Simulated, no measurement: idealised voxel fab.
Process module in this document: voxel lift off
For reference, the cross-section in this document is cut, with width 295 nm and square cells of 5 nm.
Cross-section, as written here: a square-cell grid given band by band from the top down, where a band holds one or more rows of cells. Heights first: top, then bottom, in nm. Then materials, left to right, each with a width in nm. "everywhere" on a single material: fills the band edge to edge. "blank": empty space. The reference from which all heights are counted is 0, the level beneath which the as-received wafer is entirely one material; the lowest band, having no lower bound, proceeds downward and is written after the example "0 down". The notation "30 to 40" denotes a width that varies across the rows of cells in the band, beginning at the first number in the top row, finishing at the second number in the bottom row, and changing by an identical amount from each row to the next. For the purposes of this document, the phrase "nothing altered" attached to a step denotes that no cell within the cross-section was modified by that step. "Closed-off voids" lists enclosed empty spaces (at least 8 cells, no open path upward to the top), each as width x height at distance from the left edge, in nm. If you see something after the settings on a step's line, that's the simulator's own remark about that step. "overlay nm" on a masked step: distance the mask lay right of its planned place, negative for left.

# Intended process steps
1. RECEIVE: material Si
2. CONFORMAL_DEP: material SiN, thk nm 15
3. PATTERN: tone open, mask id LINES, material resist, width nm 20, pitch nm 35, thk nm 30, overlay nm 0
4. DIRECTIONAL_DEP: material Ru, thk nm 15
5. STRIP: etch materials resist
6. CONFORMAL_DEP: material SiN, thk nm 5

# As-received state of the wafer in cross-section, equivalent to post-step 1
> 0 down = Si everywhere
> Closed-off voids: none

# Cross-section at module end, one run error; start and plan unchanged from above
> 30 to 15 = blank (120) | Ru (20) | blank (15) | Ru (20) | blank (120)
> 15 to 0 = SiN everywhere
> 0 down = Si everywhere
> Closed-off voids: none
Processing error: step 6 was left out
